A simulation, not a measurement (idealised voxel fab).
The process module that follows is named voxel gate over fins.
170 nm wide, 5 nm square cells: that's cross-section cut.
Think of the cross-section as a grid of square cells. We describe it in bands, top to bottom, and each band covers one or more rows of those cells. Look at the band entry: it leads with the top's height and the bottom's height in nm. Then it lists the materials left to right, with a width in nm for each. The word "edge to edge" on a single material says that material fills the band edge to edge. The word "blank" is empty space. The level at which height equals 0 is the one under which the wafer, as it arrives, is entirely one material. No lower edge exists for the bottom band, which continues downward and is notated as in "0 down". So if you see something like "30->40" for the width, read it as the top row of the band sitting at the first number and the bottom row at the second, with every row in between moving by the same amount as the last. Given "left unchanged" for a step, no cell of the cross-section differs between before and after that step. In the "Trapped void list" entry, you get each enclosed empty space of 8 cells or more, one with no open way to the top, written width x height at distance, distance from the left edge, in nm. On each step's line, the part that comes after the settings is the simulator's own comment on the step. overlay nm: for a step with a mask, the amount by which the mask lay right of where it was planned; a negative amount means left of it.
The planned process steps are enumerated hereunder:
1. RECEIVE | material Si
2. CONFORMAL_DEP | material SiN | thk nm 5
3. DIRECTIONAL_DEP | material aC | thk nm 10
4. PATTERN | tone cover | mask id FINS | material resist | width nm 15 | pitch nm 60 | thk nm 25 | overlay nm 0
5. DIRECTIONAL_ETCH | etch materials aC | depth nm 10
6. STRIP | etch materials resist
7. DIRECTIONAL_ETCH | etch materials SiN | depth nm 5
8. DIRECTIONAL_ETCH | etch materials Si | depth nm 30
9. STRIP | etch materials aC
10. OXIDIZE | depth nm 5
11. FILL_DEP | material SiO2 | thk nm 5
12. CMP | height nm 5
13. DIRECTIONAL_DEP | material aC | thk nm 15
14. PATTERN | tone open | mask id RAIL | material resist | width nm 15 | thk nm 30 | overlay nm 0
15. DIRECTIONAL_ETCH | etch materials aC | depth nm 15
16. STRIP | etch materials resist
17. DIRECTIONAL_ETCH | etch materials SiO2 | depth nm 30
18. STRIP | etch materials aC
19. CONFORMAL_DEP | material TiN | thk nm 5
20. FILL_DEP | material W | thk nm 10
21. CMP | height nm 5
22. SELECTIVE_ETCH | etch materials W Ru TiN | depth nm 25
23. FILL_DEP | material SiO2 | thk nm 5
24. CMP | height nm 5
25. SELECTIVE_ETCH | etch materials SiO2 | depth nm 20
26. STRIP | etch materials SiN
27. CONFORMAL_DEP | material HfO2 | thk nm 5
28. CONFORMAL_DEP | material TiN | thk nm 5
29. FILL_DEP | material W | thk nm 10
30. CMP | height nm 15
31. CONFORMAL_DEP | material SiCN | thk nm 10
So this is the incoming wafer in cross-section - it's already been through step 1:
  0 down = Si edge to edge
  Trapped void list: none
Module complete - cross-section of the first of two wafers, run according to plan:
  25 to 15 = SiCN edge to edge
  15 to 10 = W edge to edge
  10 to 5 = 10 of W  25 of TiN  35 of W  25 of TiN  35 of W  25 of TiN  15 of W
  5 to 0 = 10 of W  5 of TiN  15 of HfO2  5 of TiN  35 of W  5 of TiN  15 of HfO2  5 of TiN  35 of W  5 of TiN  15 of HfO2  5 of TiN  15 of W
  0 to -5 = 10 of W  5 of TiN  5 of HfO2  5 of Si  5 of HfO2  5 of TiN  35 of W  5 of TiN  5 of HfO2  5 of Si  5 of HfO2  5 of TiN  35 of W  5 of TiN  5 of HfO2  5 of Si  5 of HfO2  5 of TiN  15 of W
  -5 to -10 = 15 of TiN  5 of HfO2  5 of Si  5 of HfO2  45 of TiN  5 of HfO2  5 of Si  5 of HfO2  45 of TiN  5 of HfO2  5 of Si  5 of HfO2  20 of TiN
  -10 to -15 = 20 of HfO2  5 of Si  55 of HfO2  5 of Si  55 of HfO2  5 of Si  25 of HfO2
  -15 to -20 = 20 of SiO2  5 of Si  55 of SiO2  5 of Si  55 of SiO2  5 of Si  25 of SiO2
  -20 to -25 = 20 of SiO2  5 of Si  20 of SiO2  15 of TiN  20 of SiO2  5 of Si  55 of SiO2  5 of Si  25 of SiO2
  -25 to -35 = 20 of SiO2  5 of Si  55 of SiO2  5 of Si  55 of SiO2  5 of Si  25 of SiO2
  -35 down = Si edge to edge
  Trapped void list: none
Wafer two cross-section, module end. Start and plan unchanged from wafer one; one mistake made during the run:
  25 to 15 = SiCN edge to edge
  15 to 10 = W edge to edge
  10 to 5 = 10 of W  25 of TiN  35 of W  25 of TiN  35 of W  25 of TiN  15 of W
  5 to 0 = 10 of W  5 of TiN  15 of HfO2  5 of TiN  35 of W  5 of TiN  15 of HfO2  5 of TiN  35 of W  5 of TiN  15 of HfO2  5 of TiN  15 of W
  0 to -5 = 10 of W  5 of TiN  5 of HfO2  5 of Si  5 of HfO2  5 of TiN  35 of W  5 of TiN  5 of HfO2  5 of Si  5 of HfO2  5 of TiN  35 of W  5 of TiN  5 of HfO2  5 of Si  5 of HfO2  5 of TiN  15 of W
  -5 to -10 = 15 of TiN  5 of HfO2  5 of Si  5 of HfO2  45 of TiN  5 of HfO2  5 of Si  5 of HfO2  45 of TiN  5 of HfO2  5 of Si  5 of HfO2  20 of TiN
  -10 to -15 = 20 of HfO2  5 of Si  55 of HfO2  5 of Si  55 of HfO2  5 of Si  25 of HfO2
  -15 to -20 = 20 of SiO2  5 of Si  55 of SiO2  5 of Si  55 of SiO2  5 of Si  25 of SiO2
  -20 to -25 = 20 of SiO2  5 of Si  20 of SiO2  15 of TiN  20 of SiO2  5 of Si  55 of SiO2  5 of Si  25 of SiO2
  -25 to -45 = 20 of SiO2  5 of Si  55 of SiO2  5 of Si  55 of SiO2  5 of Si  25 of SiO2
  -45 down = Si edge to edge
  Trapped void list: none
Finding, execution versus plan: it should be noted that step 8 was executed with settings other than those planned, the operation and settings actually applied being DIRECTIONAL_ETCH | etch materials Si | depth nm 40
Looking at both finished wafers in cells, the second ends up ahead of or behind the first on some materials: Si -62 | SiO2 +62
